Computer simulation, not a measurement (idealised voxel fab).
process module | voxel wiring stack
cross-section cut | 235 nm wide | cells 5 nm
A cross-section is a grid of square cells, given in bands from the top down. A band is one or more rows of cells.
Each band's line starts with the height of the band's top and of its bottom, in nm. Then come its materials from left to right, each with its width in nm. One material with "throughout" fills the band from edge to edge. "air" is empty space.
Height 0 is the level under which the wafer as received is all one material. The lowest band goes on downwards, as in "0 down".
A width such as "30 to 40" changes by the same amount from each row of cells to the next, from the band's top row to its bottom row.
"no change" after a step means that no cell of the cross-section changed.
closed voids: empty space of 8 cells or more with no open way to the top, each as width x height at its distance from the left edge, in nm
after a step's settings: what the simulator itself notes on the step
overlay nm, on a step with a mask: how far to the right of its planned place the mask lay; to the left if negative
plan
1 op RECEIVE | material Si
2 op CONFORMAL_DEP | material SiO2 | thk nm 15
3 op DIRECTIONAL_DEP | material TiN | thk nm 5
4 op DIRECTIONAL_DEP | material W | thk nm 25
5 op DIRECTIONAL_DEP | material aC | thk nm 15
6 op PATTERN | tone cover | mask id METAL_1 | material resist | width nm 25 | pitch nm 45 | thk nm 35 | overlay nm 0
7 op DIRECTIONAL_ETCH | etch materials aC | depth nm 15
8 op STRIP | etch materials resist
9 op DIRECTIONAL_ETCH | etch materials W | depth nm 25
10 op DIRECTIONAL_ETCH | etch materials TiN | depth nm 5
11 op STRIP | etch materials aC
12 op CONFORMAL_DEP | material SiCN | thk nm 5
13 op FILL_DEP | material lowk | thk nm 10
14 op CMP | height nm 45
15 op CONFORMAL_DEP | material SiCN | thk nm 5
16 op DIRECTIONAL_DEP | material SiO2 | thk nm 30
17 op DIRECTIONAL_DEP | material aC | thk nm 15
18 op PATTERN | tone open | mask id METAL_2 | material resist | width nm 25 | pitch nm 45 | thk nm 35 | overlay nm 0
19 op DIRECTIONAL_ETCH | etch materials aC | depth nm 15
20 op STRIP | etch materials resist
21 op DIRECTIONAL_ETCH | etch materials SiO2 | depth nm 15
22 op STRIP | etch materials aC
23 op MASKED_ETCH | tone open | mask id METAL_2_HOLES | width nm 15 | pitch nm 45 | etch materials SiO2 | depth nm 15 | overlay nm 0
24 op MASKED_ETCH | tone open | mask id METAL_2_HOLES | width nm 15 | pitch nm 45 | etch materials SiCN | depth nm 5 | overlay nm 0
25 op CONFORMAL_DEP | material TiN | thk nm 5
26 op FILL_DEP | material Cu | thk nm 10
27 op CMP | height nm 80
28 op CONFORMAL_DEP | material SiCN | thk nm 5
29 op DIRECTIONAL_DEP | material SiO2 | thk nm 25
30 op PATTERN | tone open | mask id METAL_3 | material resist | width nm 25 | pitch nm 45 | thk nm 15 | overlay nm 0
31 op DIRECTIONAL_ETCH | etch materials SiO2 | depth nm 15
32 op STRIP | etch materials resist
33 op MASKED_ETCH | tone open | mask id METAL_3_HOLES | width nm 15 | pitch nm 90 | etch materials SiO2 | depth nm 10 | overlay nm 0
34 op MASKED_ETCH | tone open | mask id METAL_3_HOLES | width nm 15 | pitch nm 90 | etch materials SiCN | depth nm 5 | overlay nm 0
35 op CONFORMAL_DEP | material TiN | thk nm 5
36 op FILL_DEP | material Cu | thk nm 10
37 op CMP | height nm 110
38 op CONFORMAL_DEP | material SiCN | thk nm 5
as received, after step 1
  0 down: Si throughout
  closed voids: none
first wafer at the end, as planned
  115 to 110: SiCN throughout
  110 to 100: SiO2 60 | TiN 5 | Cu 15 | TiN 5 | SiO2 20 | TiN 5 | Cu 15 | TiN 5 | SiO2 20 | TiN 5 | Cu 15 | TiN 5 | SiO2 60
  100 to 95: SiO2 60 | TiN 5 | Cu 5 | TiN 15 | SiO2 20 | TiN 25 | SiO2 20 | TiN 5 | Cu 5 | TiN 15 | SiO2 60
  95 to 85: SiO2 60 | TiN 5 | Cu 5 | TiN 5 | SiO2 75 | TiN 5 | Cu 5 | TiN 5 | SiO2 70
  85 to 80: SiCN 60 | TiN 15 | SiCN 75 | TiN 15 | SiCN 70
  80 to 70: SiO2 60 | TiN 5 | Cu 15 | TiN 5 | SiO2 20 | TiN 5 | Cu 15 | TiN 5 | SiO2 20 | TiN 5 | Cu 15 | TiN 5 | SiO2 60
  70 to 65: SiO2 60 | TiN 5 | Cu 5 | TiN 15 | SiO2 20 | TiN 5 | Cu 5 | TiN 15 | SiO2 20 | TiN 5 | Cu 5 | TiN 15 | SiO2 60
  65 to 50: SiO2 60 | TiN 5 | Cu 5 | TiN 5 | SiO2 30 | TiN 5 | Cu 5 | TiN 5 | SiO2 30 | TiN 5 | Cu 5 | TiN 5 | SiO2 70
  50 to 45: SiCN 60 | TiN 15 | SiCN 30 | TiN 15 | SiCN 30 | TiN 15 | SiCN 70
  45 to 20: lowk 55 | SiCN 5 | W 25 | SiCN 5 | lowk 10 | SiCN 5 | W 25 | SiCN 5 | lowk 10 | SiCN 5 | W 25 | SiCN 5 | lowk 55
  20 to 15: SiCN 60 | TiN 25 | SiCN 20 | TiN 25 | SiCN 20 | TiN 25 | SiCN 60
  15 to 0: SiO2 throughout
  0 down: Si throughout
  closed voids: none
second wafer at the end: like start, like plan, one mistake
  130 to 125: SiCN throughout
  125 to 115: Cu throughout
  115 to 110: TiN 65 | Cu 15 | TiN 30 | Cu 15 | TiN 30 | Cu 15 | TiN 65
  110 to 100: SiO2 60 | TiN 5 | Cu 15 | TiN 5 | SiO2 20 | TiN 5 | Cu 15 | TiN 5 | SiO2 20 | TiN 5 | Cu 15 | TiN 5 | SiO2 60
  100 to 95: SiO2 60 | TiN 5 | Cu 5 | TiN 15 | SiO2 20 | TiN 25 | SiO2 20 | TiN 5 | Cu 5 | TiN 15 | SiO2 60
  95 to 85: SiO2 60 | TiN 5 | Cu 5 | TiN 5 | SiO2 75 | TiN 5 | Cu 5 | TiN 5 | SiO2 70
  85 to 80: SiCN 60 | TiN 15 | SiCN 75 | TiN 15 | SiCN 70
  80 to 70: SiO2 60 | TiN 5 | Cu 15 | TiN 5 | SiO2 20 | TiN 5 | Cu 15 | TiN 5 | SiO2 20 | TiN 5 | Cu 15 | TiN 5 | SiO2 60
  70 to 65: SiO2 60 | TiN 5 | Cu 5 | TiN 15 | SiO2 20 | TiN 5 | Cu 5 | TiN 15 | SiO2 20 | TiN 5 | Cu 5 | TiN 15 | SiO2 60
  65 to 50: SiO2 60 | TiN 5 | Cu 5 | TiN 5 | SiO2 30 | TiN 5 | Cu 5 | TiN 5 | SiO2 30 | TiN 5 | Cu 5 | TiN 5 | SiO2 70
  50 to 45: SiCN 60 | TiN 15 | SiCN 30 | TiN 15 | SiCN 30 | TiN 15 | SiCN 70
  45 to 20: lowk 55 | SiCN 5 | W 25 | SiCN 5 | lowk 10 | SiCN 5 | W 25 | SiCN 5 | lowk 10 | SiCN 5 | W 25 | SiCN 5 | lowk 55
  20 to 15: SiCN 60 | TiN 25 | SiCN 20 | TiN 25 | SiCN 20 | TiN 25 | SiCN 60
  15 to 0: SiO2 throughout
  0 down: Si throughout
  closed voids: none
what went wrong: step 37 was left out
at the end the second wafer has, in cells: 103 more of Cu | 38 more of TiN
